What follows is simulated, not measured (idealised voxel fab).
Process module under the name voxel released beams
The figure presents cross-section cut, which has a width of 195 nm and is divided into square cells with an edge length of 5 nm.
A cross-section in this document is a grid of square cells, and it is written down as bands, the top band listed before the ones below it; a band is made up of one or more rows of cells. The band entry comprises the height of the band's top followed by the height of its bottom, expressed in nm, and subsequently the band's materials from left to right, each stated together with its width in nm. Where a single material is marked with the word "everywhere", that material fills the band from edge to edge. The word "air" represents empty space. Height is counted from the level 0, under which the received wafer is composed throughout of one material. The lowest of the bands is not closed at the bottom but continues downward, in the notation "top 0, no bottom". The expression "30..40" gives the width at the extremes of the band, the first number at its top row of cells and the second at its bottom row, with the width changing by equal amounts from each row to the next in between. No cell of the cross-section changed in a step that is given as "left unchanged". Heads up: "Closed internal voids" only lists the empty pockets with no open path to the top that are 8 cells or more, and it writes them as width x height at distance, distance from the left edge, in nm. That trailing text on a step's line, after the settings, is the simulator's own remark on the step. overlay nm: mask right of planned place by this much (step with mask). Neg. = left.

The process steps that were planned are listed below
1,RECEIVE (material Si)
2,CONFORMAL_DEP (material Al2O3; thk nm 10)
3,DIRECTIONAL_DEP (material SiO2; thk nm 15)
4,DIRECTIONAL_DEP (material aC; thk nm 10)
5,PATTERN (tone open; mask id ANCHOR; material resist; width nm 40; thk nm 30; overlay nm 0)
6,DIRECTIONAL_ETCH (etch materials aC; depth nm 10)
7,STRIP (etch materials resist)
8,DIRECTIONAL_ETCH (etch materials SiO2; depth nm 15)
9,STRIP (etch materials aC)
10,CONFORMAL_DEP (material SiN; thk nm 15)
11,MASKED_ETCH (tone cover; mask id BEAM; width nm 85; etch materials SiN; depth nm 15; overlay nm 0)
12,STRIP (etch materials SiO2)

This is the cross-section of the wafer as we received it, i.e. after step 1
* top 0, no bottom  Si everywhere
* Closed internal voids: none

The module was run from the start shown above using the plan shown above, but one mistake was made doing it; the resulting wafer cross-section is below
* top 25, bottom 10  55 nm air; 15 nm SiN; 10 nm air; 15 nm SiN; 100 nm air
* top 10, bottom 0  Al2O3 everywhere
* top 0, no bottom  Si everywhere
* Closed internal voids: none
Diagnosis: step 11 ran differently from the plan; actual operation with settings: MASKED_ETCH (tone open; mask id BEAM; width nm 85; etch materials SiN; depth nm 15; overlay nm 0)
